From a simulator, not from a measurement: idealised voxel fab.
This section sets out a process module, namely voxel trench capacitor.
Each square cell in cross-section cut measures 5 nm, and the section as a whole is 200 nm wide.
How to read a cross-section here: the picture is a grid of square cells, written as bands going from the top down, and any band can span one or more rows of cells. Each band's line starts with the height of the band's top and of its bottom, in nm. Then come its materials from left to right, each with its width in nm. One material with "everywhere" fills the band from edge to edge. "blank" is empty space. Below 0: as-received wafer, all one material; heights counted from there. Lowest band: no bottom, goes on down, written "z 0 and below". Top row gets the first number, bottom row gets the second, and each row in between changes by the same step: that is how a band width like "30..40" works. When a step is marked "no modification", none of the cells in the cross-section changed during that step. "Entrapped void list": sealed empty spaces, 8 cells or more, no open way to top, listed width x height at distance, with distance from the left edge and width, height and distance in nm. Step line, after settings: the simulator's comment on this step. overlay nm: step with mask; distance mask lay right of planned place; negative value = left of planned place.
**Process steps foreseen in the plan**
step 1: op RECEIVE | material Si
step 2: op CONFORMAL_DEP | material SiN | thk nm 5
step 3: op DIRECTIONAL_DEP | material aC | thk nm 10
step 4: op PATTERN | tone open | mask id TRENCH | material resist | width nm 25 | pitch nm 55 | thk nm 30 | overlay nm 0
step 5: op DIRECTIONAL_ETCH | etch materials aC | depth nm 10
step 6: op STRIP | etch materials resist
step 7: op DIRECTIONAL_ETCH | etch materials SiN | depth nm 5
step 8: op DIRECTIONAL_ETCH | etch materials Si | depth nm 35
step 9: op STRIP | etch materials aC
step 10: op CONFORMAL_DEP | material Al2O3 | thk nm 5
step 11: op FILL_DEP | material polySi | thk nm 5
step 12: op CMP | height nm 5
**Account of the first of two wafers, which was processed as intended**
**Here's what the wafer looked like in cross-section when it arrived - that's after step 1**
> z 0 and below: Si everywhere
> Entrapped void list: none
**The wafer in cross-section once step 2 is complete**
> z 5 to 0: SiN everywhere
> No changes below 0.
**The wafer in cross-section once step 3 is complete**
> z 15 to 5: aC everywhere
> No changes below 5.
**The wafer in cross-section once step 4 is complete**
> z 45 to 15: resist (60) / blank (25) / resist (30) / blank (25) / resist (60)
> No changes below 15.
**The wafer in cross-section once step 5 is complete**
> z 35 to 15: resist (60) / blank (25) / resist (30) / blank (25) / resist (60)
> z 15 to 5: aC (60) / blank (25) / aC (30) / blank (25) / aC (60)
> No changes below 5.
**The wafer in cross-section once step 6 is complete**
> z 15 to 5: aC (60) / blank (25) / aC (30) / blank (25) / aC (60)
> No changes below 5.
**The wafer in cross-section once step 7 is complete**
> z 15 to 5: aC (60) / blank (25) / aC (30) / blank (25) / aC (60)
> z 5 to 0: SiN (60) / blank (25) / SiN (30) / blank (25) / SiN (60)
> No changes below 0.
**The wafer in cross-section once step 8 is complete**
> z 15 to 5: aC (60) / blank (25) / aC (30) / blank (25) / aC (60)
> z 5 to 0: SiN (60) / blank (25) / SiN (30) / blank (25) / SiN (60)
> z 0 to -35: Si (60) / blank (25) / Si (30) / blank (25) / Si (60)
> No changes below -35.
**The wafer in cross-section once step 9 is complete**
> z 5 to 0: SiN (60) / blank (25) / SiN (30) / blank (25) / SiN (60)
> No changes below 0.
**The wafer in cross-section once step 10 is complete**
> z 10 to 5: Al2O3 (65) / blank (15) / Al2O3 (40) / blank (15) / Al2O3 (65)
> z 5 to 0: SiN (60) / Al2O3 (5) / blank (15) / Al2O3 (5) / SiN (30) / Al2O3 (5) / blank (15) / Al2O3 (5) / SiN (60)
> z 0 to -30: Si (60) / Al2O3 (5) / blank (15) / Al2O3 (5) / Si (30) / Al2O3 (5) / blank (15) / Al2O3 (5) / Si (60)
> z -30 to -35: Si (60) / Al2O3 (25) / Si (30) / Al2O3 (25) / Si (60)
> No changes below -35.
**The wafer in cross-section once step 11 is complete**
> z 15 to 10: polySi everywhere
> z 10 to 5: Al2O3 (65) / polySi (15) / Al2O3 (40) / polySi (15) / Al2O3 (65)
> z 5 to 0: SiN (60) / Al2O3 (5) / polySi (15) / Al2O3 (5) / SiN (30) / Al2O3 (5) / polySi (15) / Al2O3 (5) / SiN (60)
> z 0 to -30: Si (60) / Al2O3 (5) / polySi (15) / Al2O3 (5) / Si (30) / Al2O3 (5) / polySi (15) / Al2O3 (5) / Si (60)
> No changes below -30.
**The wafer in cross-section once step 12 is complete**
> z 5 to 0: SiN (60) / Al2O3 (5) / polySi (15) / Al2O3 (5) / SiN (30) / Al2O3 (5) / polySi (15) / Al2O3 (5) / SiN (60)
> No changes below 0.
**Second wafer - shared start and plan with the first - one error in running - same as the first up to step 8 inclusive**
Cross-section: second wafer, time at which step 9 was scheduled to end: no modification
**Cross-section: second wafer, time at which step 10 was scheduled to end**
> z 20 to 15: Al2O3 (65) / blank (15) / Al2O3 (40) / blank (15) / Al2O3 (65)
> z 15 to 5: aC (60) / Al2O3 (5) / blank (15) / Al2O3 (5) / aC (30) / Al2O3 (5) / blank (15) / Al2O3 (5) / aC (60)
> z 5 to 0: SiN (60) / Al2O3 (5) / blank (15) / Al2O3 (5) / SiN (30) / Al2O3 (5) / blank (15) / Al2O3 (5) / SiN (60)
> z 0 to -30: Si (60) / Al2O3 (5) / blank (15) / Al2O3 (5) / Si (30) / Al2O3 (5) / blank (15) / Al2O3 (5) / Si (60)
> z -30 to -35: Si (60) / Al2O3 (25) / Si (30) / Al2O3 (25) / Si (60)
> No changes below -35.
**Cross-section: second wafer, time at which step 11 was scheduled to end**
> z 25 to 20: polySi everywhere
> z 20 to 15: Al2O3 (65) / polySi (15) / Al2O3 (40) / polySi (15) / Al2O3 (65)
> z 15 to 5: aC (60) / Al2O3 (5) / polySi (15) / Al2O3 (5) / aC (30) / Al2O3 (5) / polySi (15) / Al2O3 (5) / aC (60)
> z 5 to 0: SiN (60) / Al2O3 (5) / polySi (15) / Al2O3 (5) / SiN (30) / Al2O3 (5) / polySi (15) / Al2O3 (5) / SiN (60)
> z 0 to -30: Si (60) / Al2O3 (5) / polySi (15) / Al2O3 (5) / Si (30) / Al2O3 (5) / polySi (15) / Al2O3 (5) / Si (60)
> No changes below -30.
**Cross-section: second wafer, time at which step 12 was scheduled to end**
> z 5 to 0: SiN (60) / Al2O3 (5) / polySi (15) / Al2O3 (5) / SiN (30) / Al2O3 (5) / polySi (15) / Al2O3 (5) / SiN (60)
> No changes below 0.
Diagnosis: the plan's step 9 went unexecuted, having been skipped
The two wafers finish with the same cross-section, and therefore the mistake leaves the computed outcome of this model unchanged.
